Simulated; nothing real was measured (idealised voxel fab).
A process module follows: voxel released beams.
Shown is cross-section cut, with a width of 220 nm and square cells of size 5 nm.
When this document writes out a cross-section, it uses a grid of square cells and lists it as bands, beginning at the top and moving down, with a band standing for one or more rows of cells.
This entry defines a band. It first specifies the height of the band's top and the height of its bottom in nm, and then specifies the band's materials from left to right, stating each material with its width in nm. The word "all across" identifies a single material that fills the band from edge to edge, while the word "blank" identifies empty space.
Measure heights from 0. That's the level where, below it, the as-received wafer is all one material. The lowest band is bottomless and extends downward; write it as in "top 0, no bottom".
The expression "30 to 40" gives the width at the extremes of the band, the first number at its top row of cells and the second at its bottom row, with the width changing by equal amounts from each row to the next in between.
It should be understood that the words "nothing different", when stated for a given step, signify that the cross-section underwent no change in any of its cells during that step.
For the entry "Enclosed cavities", the listed items are empty spaces with no open way to the top whose size is 8 cells or more; each item follows the pattern width x height at distance, where distance is from the left edge and all three are in nm.
after a step's settings: what the simulator itself notes on the step
"overlay nm" on a masked step: distance the mask lay right of its planned place, negative for left.

Here's what the planned process steps look like:
| 1 | RECEIVE,material Si |
| 2 | CONFORMAL_DEP,material SiN,thk nm 10 |
| 3 | DIRECTIONAL_DEP,material SiO2,thk nm 15 |
| 4 | MASKED_ETCH,tone open,mask id ANCHOR,width nm 45,etch materials SiO2,depth nm 15,overlay nm 0 |
| 5 | CONFORMAL_DEP,material TiN,thk nm 15 |
| 6 | PATTERN,tone cover,mask id BEAM,material resist,width nm 130,thk nm 20,overlay nm 0 |
| 7 | DIRECTIONAL_ETCH,etch materials TiN,depth nm 15 |
| 8 | STRIP,etch materials resist |
| 9 | STRIP,etch materials SiO2 |

Wafer at receipt (post step 1), cross-section:
  top 0, no bottom  Si all across
  Enclosed cavities: none

First of two wafers, end-of-module section, run followed plan:
  top 40, bottom 25  blank (40); TiN (20); blank (15); TiN (95); blank (50)
  top 25, bottom 10  blank (45); TiN (45); blank (130)
  top 10, bottom 0  SiN all across
  top 0, no bottom  Si all across
  Enclosed cavities: none

Cross-section of the latter of the two wafers at module completion. It had an identical start and an identical plan to the former; in running it, one mistake was made:
  top 35, bottom 20  blank (40); TiN (20); blank (15); TiN (95); blank (50)
  top 20, bottom 5  blank (45); TiN (45); blank (130)
  top 5, bottom 0  SiN all across
  top 0, no bottom  Si all across
  Enclosed cavities: none
What was the processing mistake? in deviation from the planned setting, step 2 was conducted as CONFORMAL_DEP,material SiN,thk nm 5
Final difference in cells, second wafer against first, listed per material as more or fewer: SiN: 44 fewer
